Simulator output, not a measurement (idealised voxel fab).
Herein follows the process module entitled voxel tone inversion.
FYI the section here is cut, 250 nm wide, cells are 5 nm squares.
A cross-section is a grid of square cells, given in bands from the top down. A band is one or more rows of cells.
The entry gives the band's vertical extent as a top height and a bottom height in nm, then its horizontal make-up as materials from left to right, each with a width in nm. "air" stands for empty space; a single material marked "edge to edge" fills the band edge to edge.
Heights are reckoned from 0. Under this level, the received wafer is all of one material. The bottommost band is open-ended downward, for example "0 nm and below".
Width "30 to 40": first value at the band's top row of cells, second value at its bottom row, equal change from row to row.
Step note "nothing altered" = no cross-section cell changed.
"Voids, sealed" contains a list of empty spaces, each no smaller than 8 cells and without an open way to the top, written in the form width x height at distance with the distance from the left edge and all three in nm.
If you see something after the settings on a step's line, that's the simulator's own remark about that step.
"overlay nm", when on a step's line for a step with a mask, measures how far to the right of its planned place the mask lay; a negative measure means to the left.

-- Intended process steps
1) RECEIVE,material Si
2) CONFORMAL_DEP,material SiN,thk nm 10
3) DIRECTIONAL_DEP,material polySi,thk nm 25
4) PATTERN,tone cover,mask id POSTS,material resist,width nm 15,pitch nm 45,thk nm 35,overlay nm 0
5) DIRECTIONAL_ETCH,etch materials polySi,depth nm 25
6) STRIP,etch materials resist
7) FILL_DEP,material SiO2,thk nm 10
8) CMP,height nm 35
9) STRIP,etch materials polySi
10) CONFORMAL_DEP,material TiN,thk nm 5
11) FILL_DEP,material Ru,thk nm 10
12) CMP,height nm 35
13) CONFORMAL_DEP,material SiN,thk nm 5

-- So this is the incoming wafer in cross-section - it's already been through step 1
0 nm and below = Si edge to edge
Voids, sealed: none

-- One mistake in running the module, otherwise start and plan as above: cross-section at the end
40 nm to 25 nm = SiN edge to edge
25 nm to 0 nm = polySi edge to edge
0 nm and below = Si edge to edge
Voids, sealed: none
Heads up, the wafer didn't run the way we planned it: the processing plan was not followed for steps 2 and 3, which were run with their positions exchanged
